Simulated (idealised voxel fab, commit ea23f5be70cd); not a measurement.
Presented below is a process module, voxel gate over fins.
The width of the displayed cross-section, cut, is 235 nm; its cells are square, with a size of 5 nm.
A cross-section is written here as square cells arranged in a grid, and it is given in bands from the top down, each band taking up one or more rows of cells.
Band entry format. Leading values: height of top, height of bottom, nm. Remainder: materials in left-to-right order, each with its width in nm. Special words: "throughout" on a single material, which then fills the band edge to edge; "empty", empty space.
The reference from which all heights are counted is 0, the level beneath which the as-received wafer is entirely one material; the lowest band, having no lower bound, proceeds downward and is written after the example "0 and below".
With a width like "30..40", each row of cells in the band differs from the next by the same amount, the top row carrying the first number and the bottom row the second.
Any step labelled "remained unchanged" changed none of the cells in the cross-section.
You'll see "Enclosed empty spaces" listing empty spaces that have no way open to the top, as long as they're 8 cells or more; the notation is width x height at distance, where the distance is from the left edge, and all of it is in nm.
Past the settings on a step's line: simulator remark, on that step.
The setting "overlay nm" may be written on the line of a step. When the step uses a mask, the value reports how far to the right of the planned place the mask lay, and a negative value reports that it lay to the left.

Steps in the process plan
1,RECEIVE [material Si]
2,CONFORMAL_DEP [material SiN] [thk nm 5]
3,PATTERN [tone cover] [mask id FINS] [material resist] [width nm 15] [pitch nm 40] [thk nm 15] [overlay nm 0]
4,DIRECTIONAL_ETCH [etch materials SiN] [depth nm 5]
5,DIRECTIONAL_ETCH [etch materials Si] [depth nm 35]
6,STRIP [etch materials resist]
7,OXIDIZE [depth nm 5]
8,FILL_DEP [material SiO2] [thk nm 10]
9,CMP [height nm 5]
10,SELECTIVE_ETCH [etch materials SiO2] [depth nm 15]
11,STRIP [etch materials SiN]
12,CONFORMAL_DEP [material HfO2] [thk nm 5]
13,CONFORMAL_DEP [material TiN] [thk nm 5]
14,CONFORMAL_DEP [material TiAl] [thk nm 5]
15,CONFORMAL_DEP [material TiN] [thk nm 5]
16,FILL_DEP [material W] [thk nm 10]
17,CMP [height nm 25]
18,CONFORMAL_DEP [material SiCN] [thk nm 5]

Shown in cross-section is the wafer as received, that is, as it stands after step 1
- 0 and below  Si throughout
- Enclosed empty spaces: none

Look at the cross-section after the module: the wafer started out the way shown above and the plan was the one shown above, yet one mistake was made along the way
- 30 down to 25  SiCN throughout
- 25 down to 20  W 65 nm | TiN 105 nm | W 65 nm
- 20 down to 15  TiN throughout
- 15 down to 10  TiN 80 nm | TiAl 35 nm | TiN 5 nm | TiAl 35 nm | TiN 80 nm
- 10 down to 5  TiN 80 nm | TiAl 5 nm | TiN 25 nm | TiAl 5 nm | TiN 5 nm | TiAl 5 nm | TiN 25 nm | TiAl 5 nm | TiN 80 nm
- 5 down to 0  TiAl 85 nm | TiN 5 nm | HfO2 15 nm | TiN 5 nm | TiAl 15 nm | TiN 5 nm | HfO2 15 nm | TiN 5 nm | TiAl 85 nm
- 0 down to -5  TiN 90 nm | HfO2 5 nm | Si 5 nm | HfO2 5 nm | TiN 25 nm | HfO2 5 nm | Si 5 nm | HfO2 5 nm | TiN 90 nm
- -5 down to -10  HfO2 95 nm | Si 5 nm | HfO2 35 nm | Si 5 nm | HfO2 95 nm
- -10 down to -40  SiO2 95 nm | Si 5 nm | SiO2 35 nm | Si 5 nm | SiO2 95 nm
- -40 and below  Si throughout
- Enclosed empty spaces: none
Which mistake was made when the wafer was run? not per plan at step 15, really ran CONFORMAL_DEP [material TiN] [thk nm 15]
